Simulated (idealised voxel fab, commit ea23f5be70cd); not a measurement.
process module | voxel transistor to metal
cross-section cut | 205 nm wide | cells 5 nm
A cross-section is a grid of square cells, given in bands from the top down. A band is one or more rows of cells.
Each band's line starts with the height of the band's top and of its bottom, in nm. Then come its materials from left to right, each with its width in nm. One material with "throughout" fills the band from edge to edge. "air" is empty space.
Height 0 is the level under which the wafer as received is all one material. The lowest band goes on downwards, as in "0 down".
A width such as "30 to 40" changes by the same amount from each row of cells to the next, from the band's top row to its bottom row.
"no change" after a step means that no cell of the cross-section changed.
closed voids: empty space of 8 cells or more with no open way to the top, each as width x height at its distance from the left edge, in nm
after a step's settings: what the simulator itself notes on the step
overlay nm, on a step with a mask: how far to the right of its planned place the mask lay; to the left if negative
plan
1 op RECEIVE | material Si
2 op CONFORMAL_DEP | material SiO2 | thk nm 5
3 op CONFORMAL_DEP | material SiN | thk nm 15
4 op MASKED_ETCH | tone cover | mask id ACTIVE | width nm 115 | etch materials SiN | depth nm 15 | overlay nm 0
5 op MASKED_ETCH | tone cover | mask id ACTIVE | width nm 115 | etch materials SiO2 | depth nm 5 | overlay nm 0
6 op MASKED_ETCH | tone cover | mask id ACTIVE | width nm 115 | etch materials Si | depth nm 30 | overlay nm 0
7 op OXIDIZE | depth nm 5
8 op FILL_DEP | material SiO2 | thk nm 15
9 op CMP | height nm 20
10 op SELECTIVE_ETCH | etch materials SiO2 | depth nm 5
11 op STRIP | etch materials SiN
12 op SELECTIVE_ETCH | etch materials SiO2 | depth nm 5
13 op OXIDIZE | depth nm 5
14 op DIRECTIONAL_DEP | material polySi | thk nm 30
15 op DIRECTIONAL_DEP | material SiCN | thk nm 10
16 op MASKED_ETCH | tone cover | mask id GATE | width nm 25 | etch materials SiCN | depth nm 20 | overlay nm 0
17 op MASKED_ETCH | tone cover | mask id GATE | width nm 25 | etch materials polySi | depth nm 40 | overlay nm 0
18 op CONFORMAL_DEP | material SiN | thk nm 10
19 op DIRECTIONAL_ETCH | etch materials SiN | depth nm 10
20 op DIRECTIONAL_ETCH | etch materials SiO2 | depth nm 5
21 op DIRECTIONAL_ETCH | etch materials Si | depth nm 5
22 op EPI | material SiGe | thk nm 5
23 op FILL_DEP | material SiO2 | thk nm 5
24 op CMP | height nm 40
25 op DIRECTIONAL_DEP | material SiO2 | thk nm 15
26 op DIRECTIONAL_DEP | material aC | thk nm 10
27 op PATTERN | tone open | mask id CONTACT | material resist | width nm 20 | pitch nm 85 | thk nm 30 | overlay nm 0
28 op DIRECTIONAL_ETCH | etch materials aC | depth nm 10
29 op STRIP | etch materials resist
30 op DIRECTIONAL_ETCH | etch materials SiO2 | depth nm 60
31 op STRIP | etch materials aC
32 op CONFORMAL_DEP | material TiN | thk nm 5
33 op FILL_DEP | material W | thk nm 5
34 op CMP | height nm 55
35 op DIRECTIONAL_DEP | material TiN | thk nm 5
36 op DIRECTIONAL_DEP | material W | thk nm 25
37 op MASKED_ETCH | tone cover | mask id METAL_1 | width nm 20 | pitch nm 85 | etch materials W | depth nm 25 | overlay nm 0
38 op MASKED_ETCH | tone cover | mask id METAL_1 | width nm 20 | pitch nm 85 | etch materials TiN | depth nm 5 | overlay nm 0
39 op FILL_DEP | material lowk | thk nm 10
40 op CMP | height nm 85
41 op CONFORMAL_DEP | material SiCN | thk nm 5
42 op DIRECTIONAL_DEP | material SiO2 | thk nm 25
43 op DIRECTIONAL_DEP | material aC | thk nm 15
44 op PATTERN | tone open | mask id METAL_2 | material resist | width nm 20 | pitch nm 85 | thk nm 30 | overlay nm 0
45 op DIRECTIONAL_ETCH | etch materials aC | depth nm 15
46 op STRIP | etch materials resist
47 op DIRECTIONAL_ETCH | etch materials SiO2 | depth nm 15
48 op STRIP | etch materials aC
49 op DIRECTIONAL_DEP | material aC | thk nm 15
50 op PATTERN | tone open | mask id METAL_2_HOLES | material resist | width nm 15 | pitch nm 85 | thk nm 30 | overlay nm 0
51 op DIRECTIONAL_ETCH | etch materials aC | depth nm 15
52 op STRIP | etch materials resist
53 op DIRECTIONAL_ETCH | etch materials SiO2 | depth nm 10
54 op DIRECTIONAL_ETCH | etch materials SiCN | depth nm 5
55 op STRIP | etch materials aC
56 op CONFORMAL_DEP | material TiN | thk nm 5
57 op FILL_DEP | material Ru | thk nm 10
58 op CMP | height nm 115
59 op CONFORMAL_DEP | material SiCN | thk nm 5
first wafer, as planned
as received, after step 1
  0 down: Si throughout
  closed voids: none
after step 2
  5 to 0: SiO2 throughout
  below 0: unchanged
after step 3
  20 to 5: SiN throughout
  below 5: unchanged
after step 4
  20 to 5: air 45 | SiN 115 | air 45
  below 5: unchanged
after step 5
  20 to 5: air 45 | SiN 115 | air 45
  5 to 0: air 45 | SiO2 115 | air 45
  below 0: unchanged
after step 6
  20 to 5: air 45 | SiN 115 | air 45
  5 to 0: air 45 | SiO2 115 | air 45
  0 to -30: air 45 | Si 115 | air 45
  below -30: unchanged
after step 7
  20 to 5: air 45 | SiN 115 | air 45
  5 to 0: air 45 | SiO2 115 | air 45
  0 to -30: air 45 | SiO2 5 | Si 105 | SiO2 5 | air 45
  -30 to -35: SiO2 50 | Si 105 | SiO2 50
  below -35: unchanged
after step 8
  35 to 20: SiO2 throughout
  20 to 5: SiO2 45 | SiN 115 | SiO2 45
  5 to 0: SiO2 throughout
  0 to -35: SiO2 50 | Si 105 | SiO2 50
  below -35: unchanged
after step 9
  20 to 5: SiO2 45 | SiN 115 | SiO2 45
  below 5: unchanged
after step 10
  20 to 15: air 45 | SiN 115 | air 45
  below 15: unchanged
after step 11
  15 to 5: SiO2 45 | air 115 | SiO2 45
  below 5: unchanged
after step 12
  10 to 0: SiO2 40 | air 125 | SiO2 40
  below 0: unchanged
after step 13
  10 to 0: SiO2 40 | air 125 | SiO2 40
  0 to -5: SiO2 throughout
  below -5: unchanged
after step 14
  40 to 30: polySi 40 | air 125 | polySi 40
  30 to 10: polySi throughout
  10 to 0: SiO2 40 | polySi 125 | SiO2 40
  below 0: unchanged
after step 15
  50 to 40: SiCN 40 | air 125 | SiCN 40
  40 to 30: polySi 40 | SiCN 125 | polySi 40
  below 30: unchanged
after step 16
  40 to 30: polySi 40 | air 50 | SiCN 25 | air 50 | polySi 40
  below 30: unchanged
after step 17
  40 to 30: air 90 | SiCN 25 | air 90
  30 to 10: air 90 | polySi 25 | air 90
  10 to 0: SiO2 40 | air 50 | polySi 25 | air 50 | SiO2 40
  below 0: unchanged
after step 18
  50 to 40: air 80 | SiN 45 | air 80
  40 to 30: air 80 | SiN 10 | SiCN 25 | SiN 10 | air 80
  30 to 20: air 80 | SiN 10 | polySi 25 | SiN 10 | air 80
  20 to 10: SiN 50 | air 30 | SiN 10 | polySi 25 | SiN 10 | air 30 | SiN 50
  10 to 0: SiO2 40 | SiN 50 | polySi 25 | SiN 50 | SiO2 40
  below 0: unchanged
after step 19
  40 to 30: air 80 | SiN 10 | SiCN 25 | SiN 10 | air 80
  30 to 10: air 80 | SiN 10 | polySi 25 | SiN 10 | air 80
  10 to 0: SiO2 40 | SiN 10 | air 30 | SiN 10 | polySi 25 | SiN 10 | air 30 | SiN 10 | SiO2 40
  below 0: unchanged
after step 20
  40 to 30: air 80 | SiN 10 | SiCN 25 | SiN 10 | air 80
  30 to 10: air 80 | SiN 10 | polySi 25 | SiN 10 | air 80
  10 to 5: air 40 | SiN 10 | air 30 | SiN 10 | polySi 25 | SiN 10 | air 30 | SiN 10 | air 40
  5 to 0: SiO2 40 | SiN 10 | air 30 | SiN 10 | polySi 25 | SiN 10 | air 30 | SiN 10 | SiO2 40
  0 to -5: SiO2 50 | air 30 | SiO2 45 | air 30 | SiO2 50
  below -5: unchanged
after step 21
  40 to 30: air 80 | SiN 10 | SiCN 25 | SiN 10 | air 80
  30 to 10: air 80 | SiN 10 | polySi 25 | SiN 10 | air 80
  10 to 5: air 40 | SiN 10 | air 30 | SiN 10 | polySi 25 | SiN 10 | air 30 | SiN 10 | air 40
  5 to 0: SiO2 40 | SiN 10 | air 30 | SiN 10 | polySi 25 | SiN 10 | air 30 | SiN 10 | SiO2 40
  0 to -5: SiO2 50 | air 30 | SiO2 45 | air 30 | SiO2 50
  -5 to -10: SiO2 50 | air 30 | Si 45 | air 30 | SiO2 50
  below -10: unchanged
after step 22
  40 to 30: air 80 | SiN 10 | SiCN 25 | SiN 10 | air 80
  30 to 10: air 80 | SiN 10 | polySi 25 | SiN 10 | air 80
  10 to 5: air 40 | SiN 10 | air 30 | SiN 10 | polySi 25 | SiN 10 | air 30 | SiN 10 | air 40
  5 to 0: SiO2 40 | SiN 10 | air 30 | SiN 10 | polySi 25 | SiN 10 | air 30 | SiN 10 | SiO2 40
  0 to -5: SiO2 50 | air 25 | SiGe 5 | SiO2 45 | SiGe 5 | air 25 | SiO2 50
  -5 to -10: SiO2 50 | SiGe 30 | Si 45 | SiGe 30 | SiO2 50
  below -10: unchanged
after step 23
  45 to 40: SiO2 throughout
  40 to 30: SiO2 80 | SiN 10 | SiCN 25 | SiN 10 | SiO2 80
  30 to 10: SiO2 80 | SiN 10 | polySi 25 | SiN 10 | SiO2 80
  10 to 0: SiO2 40 | SiN 10 | SiO2 30 | SiN 10 | polySi 25 | SiN 10 | SiO2 30 | SiN 10 | SiO2 40
  0 to -5: SiO2 75 | SiGe 5 | SiO2 45 | SiGe 5 | SiO2 75
  below -5: unchanged
after step 24
  40 to 30: SiO2 80 | SiN 10 | SiCN 25 | SiN 10 | SiO2 80
  below 30: unchanged
after step 25
  55 to 40: SiO2 throughout
  below 40: unchanged
after step 26
  65 to 55: aC throughout
  below 55: unchanged
after step 27
  95 to 65: resist 50 | air 20 | resist 65 | air 20 | resist 50
  below 65: unchanged
after step 28
  85 to 65: resist 50 | air 20 | resist 65 | air 20 | resist 50
  65 to 55: aC 50 | air 20 | aC 65 | air 20 | aC 50
  below 55: unchanged
after step 29
  65 to 55: aC 50 | air 20 | aC 65 | air 20 | aC 50
  below 55: unchanged
after step 30
  65 to 55: aC 50 | air 20 | aC 65 | air 20 | aC 50
  55 to 40: SiO2 50 | air 20 | SiO2 65 | air 20 | SiO2 50
  40 to 30: SiO2 50 | air 20 | SiO2 10 | SiN 10 | SiCN 25 | SiN 10 | SiO2 10 | air 20 | SiO2 50
  30 to 10: SiO2 50 | air 20 | SiO2 10 | SiN 10 | polySi 25 | SiN 10 | SiO2 10 | air 20 | SiO2 50
  10 to 0: SiO2 40 | SiN 10 | air 20 | SiO2 10 | SiN 10 | polySi 25 | SiN 10 | SiO2 10 | air 20 | SiN 10 | SiO2 40
  0 to -5: SiO2 50 | air 20 | SiO2 5 | SiGe 5 | SiO2 45 | SiGe 5 | SiO2 5 | air 20 | SiO2 50
  below -5: unchanged
after step 31
  55 to 40: SiO2 50 | air 20 | SiO2 65 | air 20 | SiO2 50
  below 40: unchanged
after step 32
  60 to 55: TiN 55 | air 10 | TiN 75 | air 10 | TiN 55
  55 to 40: SiO2 50 | TiN 5 | air 10 | TiN 5 | SiO2 65 | TiN 5 | air 10 | TiN 5 | SiO2 50
  40 to 30: SiO2 50 | TiN 5 | air 10 | TiN 5 | SiO2 10 | SiN 10 | SiCN 25 | SiN 10 | SiO2 10 | TiN 5 | air 10 | TiN 5 | SiO2 50
  30 to 10: SiO2 50 | TiN 5 | air 10 | TiN 5 | SiO2 10 | SiN 10 | polySi 25 | SiN 10 | SiO2 10 | TiN 5 | air 10 | TiN 5 | SiO2 50
  10 to 0: SiO2 40 | SiN 10 | TiN 5 | air 10 | TiN 5 | SiO2 10 | SiN 10 | polySi 25 | SiN 10 | SiO2 10 | TiN 5 | air 10 | TiN 5 | SiN 10 | SiO2 40
  0 to -5: SiO2 50 | TiN 20 | SiO2 5 | SiGe 5 | SiO2 45 | SiGe 5 | SiO2 5 | TiN 20 | SiO2 50
  below -5: unchanged
after step 33
  65 to 60: W throughout
  60 to 55: TiN 55 | W 10 | TiN 75 | W 10 | TiN 55
  55 to 40: SiO2 50 | TiN 5 | W 10 | TiN 5 | SiO2 65 | TiN 5 | W 10 | TiN 5 | SiO2 50
  40 to 30: SiO2 50 | TiN 5 | W 10 | TiN 5 | SiO2 10 | SiN 10 | SiCN 25 | SiN 10 | SiO2 10 | TiN 5 | W 10 | TiN 5 | SiO2 50
  30 to 10: SiO2 50 | TiN 5 | W 10 | TiN 5 | SiO2 10 | SiN 10 | polySi 25 | SiN 10 | SiO2 10 | TiN 5 | W 10 | TiN 5 | SiO2 50
  10 to 0: SiO2 40 | SiN 10 | TiN 5 | W 10 | TiN 5 | SiO2 10 | SiN 10 | polySi 25 | SiN 10 | SiO2 10 | TiN 5 | W 10 | TiN 5 | SiN 10 | SiO2 40
  below 0: unchanged
after step 34
  55 to 40: SiO2 50 | TiN 5 | W 10 | TiN 5 | SiO2 65 | TiN 5 | W 10 | TiN 5 | SiO2 50
  below 40: unchanged
after step 35
  60 to 55: TiN throughout
  below 55: unchanged
after step 36
  85 to 60: W throughout
  below 60: unchanged
after step 37
  85 to 60: air 50 | W 20 | air 65 | W 20 | air 50
  below 60: unchanged
after step 38
  85 to 60: air 50 | W 20 | air 65 | W 20 | air 50
  60 to 55: air 50 | TiN 20 | air 65 | TiN 20 | air 50
  below 55: unchanged
after step 39
  95 to 85: lowk throughout
  85 to 60: lowk 50 | W 20 | lowk 65 | W 20 | lowk 50
  60 to 55: lowk 50 | TiN 20 | lowk 65 | TiN 20 | lowk 50
  below 55: unchanged
after step 40
  85 to 60: lowk 50 | W 20 | lowk 65 | W 20 | lowk 50
  below 60: unchanged
after step 41
  90 to 85: SiCN throughout
  below 85: unchanged
after step 42
  115 to 90: SiO2 throughout
  below 90: unchanged
after step 43
  130 to 115: aC throughout
  below 115: unchanged
after step 44
  160 to 130: resist 50 | air 20 | resist 65 | air 20 | resist 50
  below 130: unchanged
after step 45
  145 to 130: resist 50 | air 20 | resist 65 | air 20 | resist 50
  130 to 115: aC 50 | air 20 | aC 65 | air 20 | aC 50
  below 115: unchanged
after step 46
  130 to 115: aC 50 | air 20 | aC 65 | air 20 | aC 50
  below 115: unchanged
after step 47
  130 to 115: aC 50 | air 20 | aC 65 | air 20 | aC 50
  115 to 100: SiO2 50 | air 20 | SiO2 65 | air 20 | SiO2 50
  below 100: unchanged
after step 48
  115 to 100: SiO2 50 | air 20 | SiO2 65 | air 20 | SiO2 50
  below 100: unchanged
after step 49
  130 to 115: aC 50 | air 20 | aC 65 | air 20 | aC 50
  115 to 100: SiO2 50 | aC 20 | SiO2 65 | aC 20 | SiO2 50
  below 100: unchanged
after step 50
  160 to 130: resist 50 | air 15 | resist 70 | air 15 | resist 55
  130 to 115: aC 50 | air 15 | resist 5 | aC 65 | air 15 | resist 5 | aC 50
  below 115: unchanged
after step 51
  145 to 130: resist 50 | air 15 | resist 70 | air 15 | resist 55
  130 to 115: aC 50 | air 15 | resist 5 | aC 65 | air 15 | resist 5 | aC 50
  115 to 100: SiO2 50 | air 15 | aC 5 | SiO2 65 | air 15 | aC 5 | SiO2 50
  below 100: unchanged
after step 52
  130 to 115: aC 50 | air 20 | aC 65 | air 20 | aC 50
  below 115: unchanged
after step 53
  130 to 115: aC 50 | air 20 | aC 65 | air 20 | aC 50
  115 to 100: SiO2 50 | air 15 | aC 5 | SiO2 65 | air 15 | aC 5 | SiO2 50
  100 to 90: SiO2 50 | air 15 | SiO2 70 | air 15 | SiO2 55
  below 90: unchanged
after step 54
  130 to 115: aC 50 | air 20 | aC 65 | air 20 | aC 50
  115 to 100: SiO2 50 | air 15 | aC 5 | SiO2 65 | air 15 | aC 5 | SiO2 50
  100 to 90: SiO2 50 | air 15 | SiO2 70 | air 15 | SiO2 55
  90 to 85: SiCN 50 | air 15 | SiCN 70 | air 15 | SiCN 55
  below 85: unchanged
after step 55
  115 to 100: SiO2 50 | air 20 | SiO2 65 | air 20 | SiO2 50
  below 100: unchanged
after step 56
  120 to 115: TiN 55 | air 10 | TiN 75 | air 10 | TiN 55
  115 to 105: SiO2 50 | TiN 5 | air 10 | TiN 5 | SiO2 65 | TiN 5 | air 10 | TiN 5 | SiO2 50
  105 to 100: SiO2 50 | TiN 5 | air 5 | TiN 10 | SiO2 65 | TiN 5 | air 5 | TiN 10 | SiO2 50
  100 to 90: SiO2 50 | TiN 5 | air 5 | TiN 5 | SiO2 70 | TiN 5 | air 5 | TiN 5 | SiO2 55
  90 to 85: SiCN 50 | TiN 15 | SiCN 70 | TiN 15 | SiCN 55
  below 85: unchanged
after step 57
  130 to 120: Ru throughout
  120 to 115: TiN 55 | Ru 10 | TiN 75 | Ru 10 | TiN 55
  115 to 105: SiO2 50 | TiN 5 | Ru 10 | TiN 5 | SiO2 65 | TiN 5 | Ru 10 | TiN 5 | SiO2 50
  105 to 100: SiO2 50 | TiN 5 | Ru 5 | TiN 10 | SiO2 65 | TiN 5 | Ru 5 | TiN 10 | SiO2 50
  100 to 90: SiO2 50 | TiN 5 | Ru 5 | TiN 5 | SiO2 70 | TiN 5 | Ru 5 | TiN 5 | SiO2 55
  below 90: unchanged
after step 58
  115 to 105: SiO2 50 | TiN 5 | Ru 10 | TiN 5 | SiO2 65 | TiN 5 | Ru 10 | TiN 5 | SiO2 50
  below 105: unchanged
after step 59
  120 to 115: SiCN throughout
  below 115: unchanged
second wafer: like start, like plan, one mistake. Through step 5 it matches the first wafer
when step 6 should have ended
  20 to 5: air 45 | SiN 115 | air 45
  5 to 0: air 45 | SiO2 115 | air 45
  0 to -60: air 45 | Si 115 | air 45
  below -60: unchanged
when step 7 should have ended
  20 to 5: air 45 | SiN 115 | air 45
  5 to 0: air 45 | SiO2 115 | air 45
  0 to -60: air 45 | SiO2 5 | Si 105 | SiO2 5 | air 45
  -60 to -65: SiO2 50 | Si 105 | SiO2 50
  below -65: unchanged
when step 8 should have ended
  35 to 20: SiO2 throughout
  20 to 5: SiO2 45 | SiN 115 | SiO2 45
  5 to 0: SiO2 throughout
  0 to -65: SiO2 50 | Si 105 | SiO2 50
  below -65: unchanged
when step 9 should have ended
  20 to 5: SiO2 45 | SiN 115 | SiO2 45
  below 5: unchanged
when step 10 should have ended
  20 to 15: air 45 | SiN 115 | air 45
  below 15: unchanged
when step 11 should have ended
  15 to 5: SiO2 45 | air 115 | SiO2 45
  below 5: unchanged
when step 12 should have ended
  10 to 0: SiO2 40 | air 125 | SiO2 40
  below 0: unchanged
when step 13 should have ended
  10 to 0: SiO2 40 | air 125 | SiO2 40
  0 to -5: SiO2 throughout
  below -5: unchanged
when step 14 should have ended
  40 to 30: polySi 40 | air 125 | polySi 40
  30 to 10: polySi throughout
  10 to 0: SiO2 40 | polySi 125 | SiO2 40
  below 0: unchanged
when step 15 should have ended
  50 to 40: SiCN 40 | air 125 | SiCN 40
  40 to 30: polySi 40 | SiCN 125 | polySi 40
  below 30: unchanged
when step 16 should have ended
  40 to 30: polySi 40 | air 50 | SiCN 25 | air 50 | polySi 40
  below 30: unchanged
when step 17 should have ended
  40 to 30: air 90 | SiCN 25 | air 90
  30 to 10: air 90 | polySi 25 | air 90
  10 to 0: SiO2 40 | air 50 | polySi 25 | air 50 | SiO2 40
  below 0: unchanged
when step 18 should have ended
  50 to 40: air 80 | SiN 45 | air 80
  40 to 30: air 80 | SiN 10 | SiCN 25 | SiN 10 | air 80
  30 to 20: air 80 | SiN 10 | polySi 25 | SiN 10 | air 80
  20 to 10: SiN 50 | air 30 | SiN 10 | polySi 25 | SiN 10 | air 30 | SiN 50
  10 to 0: SiO2 40 | SiN 50 | polySi 25 | SiN 50 | SiO2 40
  below 0: unchanged
when step 19 should have ended
  40 to 30: air 80 | SiN 10 | SiCN 25 | SiN 10 | air 80
  30 to 10: air 80 | SiN 10 | polySi 25 | SiN 10 | air 80
  10 to 0: SiO2 40 | SiN 10 | air 30 | SiN 10 | polySi 25 | SiN 10 | air 30 | SiN 10 | SiO2 40
  below 0: unchanged
when step 20 should have ended
  40 to 30: air 80 | SiN 10 | SiCN 25 | SiN 10 | air 80
  30 to 10: air 80 | SiN 10 | polySi 25 | SiN 10 | air 80
  10 to 5: air 40 | SiN 10 | air 30 | SiN 10 | polySi 25 | SiN 10 | air 30 | SiN 10 | air 40
  5 to 0: SiO2 40 | SiN 10 | air 30 | SiN 10 | polySi 25 | SiN 10 | air 30 | SiN 10 | SiO2 40
  0 to -5: SiO2 50 | air 30 | SiO2 45 | air 30 | SiO2 50
  below -5: unchanged
when step 21 should have ended
  40 to 30: air 80 | SiN 10 | SiCN 25 | SiN 10 | air 80
  30 to 10: air 80 | SiN 10 | polySi 25 | SiN 10 | air 80
  10 to 5: air 40 | SiN 10 | air 30 | SiN 10 | polySi 25 | SiN 10 | air 30 | SiN 10 | air 40
  5 to 0: SiO2 40 | SiN 10 | air 30 | SiN 10 | polySi 25 | SiN 10 | air 30 | SiN 10 | SiO2 40
  0 to -5: SiO2 50 | air 30 | SiO2 45 | air 30 | SiO2 50
  -5 to -10: SiO2 50 | air 30 | Si 45 | air 30 | SiO2 50
  below -10: unchanged
when step 22 should have ended
  40 to 30: air 80 | SiN 10 | SiCN 25 | SiN 10 | air 80
  30 to 10: air 80 | SiN 10 | polySi 25 | SiN 10 | air 80
  10 to 5: air 40 | SiN 10 | air 30 | SiN 10 | polySi 25 | SiN 10 | air 30 | SiN 10 | air 40
  5 to 0: SiO2 40 | SiN 10 | air 30 | SiN 10 | polySi 25 | SiN 10 | air 30 | SiN 10 | SiO2 40
  0 to -5: SiO2 50 | air 25 | SiGe 5 | SiO2 45 | SiGe 5 | air 25 | SiO2 50
  -5 to -10: SiO2 50 | SiGe 30 | Si 45 | SiGe 30 | SiO2 50
  below -10: unchanged
when step 23 should have ended
  45 to 40: SiO2 throughout
  40 to 30: SiO2 80 | SiN 10 | SiCN 25 | SiN 10 | SiO2 80
  30 to 10: SiO2 80 | SiN 10 | polySi 25 | SiN 10 | SiO2 80
  10 to 0: SiO2 40 | SiN 10 | SiO2 30 | SiN 10 | polySi 25 | SiN 10 | SiO2 30 | SiN 10 | SiO2 40
  0 to -5: SiO2 75 | SiGe 5 | SiO2 45 | SiGe 5 | SiO2 75
  below -5: unchanged
when step 24 should have ended
  40 to 30: SiO2 80 | SiN 10 | SiCN 25 | SiN 10 | SiO2 80
  below 30: unchanged
when step 25 should have ended
  55 to 40: SiO2 throughout
  below 40: unchanged
when step 26 should have ended
  65 to 55: aC throughout
  below 55: unchanged
when step 27 should have ended
  95 to 65: resist 50 | air 20 | resist 65 | air 20 | resist 50
  below 65: unchanged
when step 28 should have ended
  85 to 65: resist 50 | air 20 | resist 65 | air 20 | resist 50
  65 to 55: aC 50 | air 20 | aC 65 | air 20 | aC 50
  below 55: unchanged
when step 29 should have ended
  65 to 55: aC 50 | air 20 | aC 65 | air 20 | aC 50
  below 55: unchanged
when step 30 should have ended
  65 to 55: aC 50 | air 20 | aC 65 | air 20 | aC 50
  55 to 40: SiO2 50 | air 20 | SiO2 65 | air 20 | SiO2 50
  40 to 30: SiO2 50 | air 20 | SiO2 10 | SiN 10 | SiCN 25 | SiN 10 | SiO2 10 | air 20 | SiO2 50
  30 to 10: SiO2 50 | air 20 | SiO2 10 | SiN 10 | polySi 25 | SiN 10 | SiO2 10 | air 20 | SiO2 50
  10 to 0: SiO2 40 | SiN 10 | air 20 | SiO2 10 | SiN 10 | polySi 25 | SiN 10 | SiO2 10 | air 20 | SiN 10 | SiO2 40
  0 to -5: SiO2 50 | air 20 | SiO2 5 | SiGe 5 | SiO2 45 | SiGe 5 | SiO2 5 | air 20 | SiO2 50
  below -5: unchanged
when step 31 should have ended
  55 to 40: SiO2 50 | air 20 | SiO2 65 | air 20 | SiO2 50
  below 40: unchanged
when step 32 should have ended
  60 to 55: TiN 55 | air 10 | TiN 75 | air 10 | TiN 55
  55 to 40: SiO2 50 | TiN 5 | air 10 | TiN 5 | SiO2 65 | TiN 5 | air 10 | TiN 5 | SiO2 50
  40 to 30: SiO2 50 | TiN 5 | air 10 | TiN 5 | SiO2 10 | SiN 10 | SiCN 25 | SiN 10 | SiO2 10 | TiN 5 | air 10 | TiN 5 | SiO2 50
  30 to 10: SiO2 50 | TiN 5 | air 10 | TiN 5 | SiO2 10 | SiN 10 | polySi 25 | SiN 10 | SiO2 10 | TiN 5 | air 10 | TiN 5 | SiO2 50
  10 to 0: SiO2 40 | SiN 10 | TiN 5 | air 10 | TiN 5 | SiO2 10 | SiN 10 | polySi 25 | SiN 10 | SiO2 10 | TiN 5 | air 10 | TiN 5 | SiN 10 | SiO2 40
  0 to -5: SiO2 50 | TiN 20 | SiO2 5 | SiGe 5 | SiO2 45 | SiGe 5 | SiO2 5 | TiN 20 | SiO2 50
  below -5: unchanged
when step 33 should have ended
  65 to 60: W throughout
  60 to 55: TiN 55 | W 10 | TiN 75 | W 10 | TiN 55
  55 to 40: SiO2 50 | TiN 5 | W 10 | TiN 5 | SiO2 65 | TiN 5 | W 10 | TiN 5 | SiO2 50
  40 to 30: SiO2 50 | TiN 5 | W 10 | TiN 5 | SiO2 10 | SiN 10 | SiCN 25 | SiN 10 | SiO2 10 | TiN 5 | W 10 | TiN 5 | SiO2 50
  30 to 10: SiO2 50 | TiN 5 | W 10 | TiN 5 | SiO2 10 | SiN 10 | polySi 25 | SiN 10 | SiO2 10 | TiN 5 | W 10 | TiN 5 | SiO2 50
  10 to 0: SiO2 40 | SiN 10 | TiN 5 | W 10 | TiN 5 | SiO2 10 | SiN 10 | polySi 25 | SiN 10 | SiO2 10 | TiN 5 | W 10 | TiN 5 | SiN 10 | SiO2 40
  below 0: unchanged
when step 34 should have ended
  55 to 40: SiO2 50 | TiN 5 | W 10 | TiN 5 | SiO2 65 | TiN 5 | W 10 | TiN 5 | SiO2 50
  below 40: unchanged
when step 35 should have ended
  60 to 55: TiN throughout
  below 55: unchanged
when step 36 should have ended
  85 to 60: W throughout
  below 60: unchanged
when step 37 should have ended
  85 to 60: air 50 | W 20 | air 65 | W 20 | air 50
  below 60: unchanged
when step 38 should have ended
  85 to 60: air 50 | W 20 | air 65 | W 20 | air 50
  60 to 55: air 50 | TiN 20 | air 65 | TiN 20 | air 50
  below 55: unchanged
when step 39 should have ended
  95 to 85: lowk throughout
  85 to 60: lowk 50 | W 20 | lowk 65 | W 20 | lowk 50
  60 to 55: lowk 50 | TiN 20 | lowk 65 | TiN 20 | lowk 50
  below 55: unchanged
when step 40 should have ended
  85 to 60: lowk 50 | W 20 | lowk 65 | W 20 | lowk 50
  below 60: unchanged
when step 41 should have ended
  90 to 85: SiCN throughout
  below 85: unchanged
when step 42 should have ended
  115 to 90: SiO2 throughout
  below 90: unchanged
when step 43 should have ended
  130 to 115: aC throughout
  below 115: unchanged
when step 44 should have ended
  160 to 130: resist 50 | air 20 | resist 65 | air 20 | resist 50
  below 130: unchanged
when step 45 should have ended
  145 to 130: resist 50 | air 20 | resist 65 | air 20 | resist 50
  130 to 115: aC 50 | air 20 | aC 65 | air 20 | aC 50
  below 115: unchanged
when step 46 should have ended
  130 to 115: aC 50 | air 20 | aC 65 | air 20 | aC 50
  below 115: unchanged
when step 47 should have ended
  130 to 115: aC 50 | air 20 | aC 65 | air 20 | aC 50
  115 to 100: SiO2 50 | air 20 | SiO2 65 | air 20 | SiO2 50
  below 100: unchanged
when step 48 should have ended
  115 to 100: SiO2 50 | air 20 | SiO2 65 | air 20 | SiO2 50
  below 100: unchanged
when step 49 should have ended
  130 to 115: aC 50 | air 20 | aC 65 | air 20 | aC 50
  115 to 100: SiO2 50 | aC 20 | SiO2 65 | aC 20 | SiO2 50
  below 100: unchanged
when step 50 should have ended
  160 to 130: resist 50 | air 15 | resist 70 | air 15 | resist 55
  130 to 115: aC 50 | air 15 | resist 5 | aC 65 | air 15 | resist 5 | aC 50
  below 115: unchanged
when step 51 should have ended
  145 to 130: resist 50 | air 15 | resist 70 | air 15 | resist 55
  130 to 115: aC 50 | air 15 | resist 5 | aC 65 | air 15 | resist 5 | aC 50
  115 to 100: SiO2 50 | air 15 | aC 5 | SiO2 65 | air 15 | aC 5 | SiO2 50
  below 100: unchanged
when step 52 should have ended
  130 to 115: aC 50 | air 20 | aC 65 | air 20 | aC 50
  below 115: unchanged
when step 53 should have ended
  130 to 115: aC 50 | air 20 | aC 65 | air 20 | aC 50
  115 to 100: SiO2 50 | air 15 | aC 5 | SiO2 65 | air 15 | aC 5 | SiO2 50
  100 to 90: SiO2 50 | air 15 | SiO2 70 | air 15 | SiO2 55
  below 90: unchanged
when step 54 should have ended
  130 to 115: aC 50 | air 20 | aC 65 | air 20 | aC 50
  115 to 100: SiO2 50 | air 15 | aC 5 | SiO2 65 | air 15 | aC 5 | SiO2 50
  100 to 90: SiO2 50 | air 15 | SiO2 70 | air 15 | SiO2 55
  90 to 85: SiCN 50 | air 15 | SiCN 70 | air 15 | SiCN 55
  below 85: unchanged
when step 55 should have ended
  115 to 100: SiO2 50 | air 20 | SiO2 65 | air 20 | SiO2 50
  below 100: unchanged
when step 56 should have ended
  120 to 115: TiN 55 | air 10 | TiN 75 | air 10 | TiN 55
  115 to 105: SiO2 50 | TiN 5 | air 10 | TiN 5 | SiO2 65 | TiN 5 | air 10 | TiN 5 | SiO2 50
  105 to 100: SiO2 50 | TiN 5 | air 5 | TiN 10 | SiO2 65 | TiN 5 | air 5 | TiN 10 | SiO2 50
  100 to 90: SiO2 50 | TiN 5 | air 5 | TiN 5 | SiO2 70 | TiN 5 | air 5 | TiN 5 | SiO2 55
  90 to 85: SiCN 50 | TiN 15 | SiCN 70 | TiN 15 | SiCN 55
  below 85: unchanged
when step 57 should have ended
  130 to 120: Ru throughout
  120 to 115: TiN 55 | Ru 10 | TiN 75 | Ru 10 | TiN 55
  115 to 105: SiO2 50 | TiN 5 | Ru 10 | TiN 5 | SiO2 65 | TiN 5 | Ru 10 | TiN 5 | SiO2 50
  105 to 100: SiO2 50 | TiN 5 | Ru 5 | TiN 10 | SiO2 65 | TiN 5 | Ru 5 | TiN 10 | SiO2 50
  100 to 90: SiO2 50 | TiN 5 | Ru 5 | TiN 5 | SiO2 70 | TiN 5 | Ru 5 | TiN 5 | SiO2 55
  below 90: unchanged
when step 58 should have ended
  115 to 105: SiO2 50 | TiN 5 | Ru 10 | TiN 5 | SiO2 65 | TiN 5 | Ru 10 | TiN 5 | SiO2 50
  below 105: unchanged
when step 59 should have ended
  120 to 115: SiCN throughout
  below 115: unchanged
what went wrong: step 6 was run twice
at the end the second wafer has, in cells: 120 fewer of Si | 120 more of SiO2
